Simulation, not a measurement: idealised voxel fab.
The process module presented herein is designated voxel double patterning.
Cross-sectional view cut (width: 190 nm; square cell size: 5 nm).
When this document writes out a cross-section, it uses a grid of square cells and lists it as bands, beginning at the top and moving down, with a band standing for one or more rows of cells.
Within each band entry, the heights of the top and of the bottom of the band appear first, in that order and in nm; the materials of the band then follow from left to right, each with its corresponding width in nm. The designation "everywhere" on a single material indicates that it fills the band from edge to edge; the designation "blank" indicates empty space.
For the purposes of this specification, 0 denotes the height below which the wafer in its as-received condition is composed wholly of one material, and the lowermost band, lacking a lower limit, extends downward without end, as expressed in "0..down".
The two numbers in a width such as "30->40" mark its ends across the band: the first belongs to the top row of cells, the second to the bottom row, and from each row to the next the width moves by the same amount.
A step reported as "all unchanged" is a step in which no cell of the cross-section changed.
If an empty space has no open way to the top and is at least 8 cells in size, "Enclosed empty spaces" lists it, written width x height at distance, where distance is measured from the left edge and every value is in nm.
Heads up: the bit after the settings on a step's line is the simulator's remark on that step.
On any step carrying a mask, the "overlay nm" setting, if present on the step's line, tells how far right of its planned place the mask lay; negative values point to the left.

SO HERE'S THE LINEUP OF PROCESS STEPS WE PLANNED
1) RECEIVE,material Si
2) CONFORMAL_DEP,material SiO2,thk nm 5
3) DIRECTIONAL_DEP,material TiN,thk nm 10
4) DIRECTIONAL_DEP,material SiN,thk nm 10
5) DIRECTIONAL_DEP,material aC,thk nm 15
6) PATTERN,tone open,mask id FIRST,material resist,width nm 15,pitch nm 50,thk nm 30,overlay nm 0
7) DIRECTIONAL_ETCH,etch materials aC,depth nm 15
8) STRIP,etch materials resist
9) DIRECTIONAL_ETCH,etch materials SiN,depth nm 10
10) STRIP,etch materials aC
11) DIRECTIONAL_DEP,material aC,thk nm 15
12) PATTERN,tone open,mask id SECOND,material resist,width nm 15,thk nm 30,overlay nm 0
13) DIRECTIONAL_ETCH,etch materials aC,depth nm 15
14) STRIP,etch materials resist
15) DIRECTIONAL_ETCH,etch materials SiN,depth nm 10
16) STRIP,etch materials aC
17) DIRECTIONAL_ETCH,etch materials TiN,depth nm 10
18) STRIP,etch materials SiN

WAFER AT RECEIPT (POST STEP 1), CROSS-SECTION
  0..down | Si everywhere
  Enclosed empty spaces: none

THE FIRST OF THE TWO WAFERS AS SEEN IN CROSS-SECTION ONCE THE MODULE WAS FINISHED; PROCESSING FOLLOWED THE PLAN
  15..5 | TiN: 60, blank: 15, TiN: 10, blank: 15, TiN: 10, blank: 15, TiN: 65
  5..0 | SiO2 everywhere
  0..down | Si everywhere
  Enclosed empty spaces: none

SO THIS IS WAFER NUMBER TWO OF THE TWO, CUT AT THE END OF THE MODULE - IT STARTED WHERE THE FIRST DID AND HAD THE SAME PLAN, WE JUST GOT ONE THING WRONG RUNNING IT
  10..0 | TiN: 60, blank: 15, TiN: 10, blank: 15, TiN: 10, blank: 15, TiN: 65
  0..down | Si everywhere
  Enclosed empty spaces: none
The mistake made against the process plan was this: yeah, step 2 of the plan got skipped, never ran
Materials where the second wafer ends with more or fewer cells than the first: SiO2: 38 fewer
